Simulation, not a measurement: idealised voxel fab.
process module | voxel lift off
cross-section cut | 300 nm wide | cells 5 nm
A cross-section is a grid of square cells, given in bands from the top down. A band is one or more rows of cells.
Each band's line starts with the height of the band's top and of its bottom, in nm. Then come its materials from left to right, each with its width in nm. One material with "throughout" fills the band from edge to edge. "air" is empty space.
Height 0 is the level under which the wafer as received is all one material. The lowest band goes on downwards, as in "0 down".
A width such as "30 to 40" changes by the same amount from each row of cells to the next, from the band's top row to its bottom row.
"no change" after a step means that no cell of the cross-section changed.
closed voids: empty space of 8 cells or more with no open way to the top, each as width x height at its distance from the left edge, in nm
after a step's settings: what the simulator itself notes on the step
overlay nm, on a step with a mask: how far to the right of its planned place the mask lay; to the left if negative
plan
1 op RECEIVE | material Si
2 op CONFORMAL_DEP | material SiN | thk nm 15
3 op PATTERN | tone open | mask id LINES | material resist | width nm 30 | pitch nm 60 | thk nm 20 | overlay nm 0
4 op DIRECTIONAL_DEP | material Ru | thk nm 10
5 op STRIP | etch materials resist
6 op CONFORMAL_DEP | material SiCN | thk nm 10
first wafer, as planned
as received, after step 1
  0 down: Si throughout
  closed voids: none
after step 2
  15 to 0: SiN throughout
  below 0: unchanged
after step 3
  35 to 15: resist 75 | air 30 | resist 30 | air 30 | resist 30 | air 30 | resist 75
  below 15: unchanged
after step 4
  45 to 35: Ru 75 | air 30 | Ru 30 | air 30 | Ru 30 | air 30 | Ru 75
  35 to 25: resist 75 | air 30 | resist 30 | air 30 | resist 30 | air 30 | resist 75
  25 to 15: resist 75 | Ru 30 | resist 30 | Ru 30 | resist 30 | Ru 30 | resist 75
  below 15: unchanged
after step 5
  25 to 15: air 75 | Ru 30 | air 30 | Ru 30 | air 30 | Ru 30 | air 75
  below 15: unchanged
after step 6
  35 to 25: air 65 | SiCN 50 | air 10 | SiCN 50 | air 10 | SiCN 50 | air 65
  25 to 15: SiCN 75 | Ru 30 | SiCN 30 | Ru 30 | SiCN 30 | Ru 30 | SiCN 75
  below 15: unchanged
second wafer: like start, like plan, one mistake. Through step 3 it matches the first wafer
when step 4 should have ended
  45 to 35: SiCN 75 | air 30 | SiCN 30 | air 30 | SiCN 30 | air 30 | SiCN 75
  35 to 25: resist 75 | air 30 | resist 30 | air 30 | resist 30 | air 30 | resist 75
  25 to 15: resist 75 | SiCN 30 | resist 30 | SiCN 30 | resist 30 | SiCN 30 | resist 75
  below 15: unchanged
when step 5 should have ended
  25 to 15: air 75 | SiCN 30 | air 30 | SiCN 30 | air 30 | SiCN 30 | air 75
  below 15: unchanged
when step 6 should have ended
  35 to 25: air 65 | SiCN 50 | air 10 | SiCN 50 | air 10 | SiCN 50 | air 65
  25 to 15: SiCN throughout
  below 15: unchanged
what went wrong: step 4 ran as: op DIRECTIONAL_DEP | material SiCN | thk nm 10
at the end the second wafer has, in cells: 36 fewer of Ru | 36 more of SiCN
